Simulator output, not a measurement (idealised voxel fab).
The process module presented herein is designated voxel spacer lines.
Shown is cross-section cut, with a width of 220 nm and square cells of size 5 nm.
In this document a cross-section is written as a grid of square cells. It is given as a series of bands, listed from the top down, and a band is one or more rows of cells. Heads up on the band format: heights come first, top then bottom, in nm. After that it's the materials left to right, each with its width in nm. A single material flagged "everywhere" fills the whole band edge to edge, and "blank" means there's empty space there. For the purposes of this specification, 0 denotes the height below which the wafer in its as-received condition is composed wholly of one material, and the lowermost band, lacking a lower limit, extends downward without end, as expressed in "0 and below". The two numbers in a width such as "30 to 40" mark its ends across the band: the first belongs to the top row of cells, the second to the bottom row, and from each row to the next the width moves by the same amount. No cell of the cross-section changed in a step that is given as "all unchanged". "Enclosed cavity list": sealed empty spaces, 8 cells or more, no open way to top, listed width x height at distance, with distance from the left edge and width, height and distance in nm. Anything after a step's settings on that line? It's the simulator's own note about the step. "overlay nm" answers the question of how far to the right of plan the mask lay on a step that has a mask, and when it is negative the answer is to the left.

# Process steps (planned)
1. RECEIVE | material Si
2. CONFORMAL_DEP | material Al2O3 | thk nm 5
3. DIRECTIONAL_DEP | material SiN | thk nm 15
4. DIRECTIONAL_DEP | material polySi | thk nm 25
5. PATTERN | tone cover | mask id MANDREL | material resist | width nm 20 | pitch nm 70 | thk nm 35 | overlay nm 0
6. DIRECTIONAL_ETCH | etch materials polySi | depth nm 25
7. STRIP | etch materials resist
8. CONFORMAL_DEP | material SiO2 | thk nm 15
9. DIRECTIONAL_ETCH | etch materials SiO2 | depth nm 15
10. STRIP | etch materials polySi
11. DIRECTIONAL_ETCH | etch materials SiN | depth nm 15
12. STRIP | etch materials SiO2
13. FILL_DEP | material lowk | thk nm 10
14. CMP | height nm 20

# Wafer as received: cross-section following step 1
* 0 and below: Si everywhere
* Enclosed cavity list: none

# Wafer cross-section at end of module: start and plan as shown above, one execution error
* 20 down to 5: polySi everywhere
* 5 down to 0: Al2O3 everywhere
* 0 and below: Si everywhere
* Enclosed cavity list: none
Want to know what went wrong? steps 3 and 4 of the plan were run in the wrong order, each in the other's place
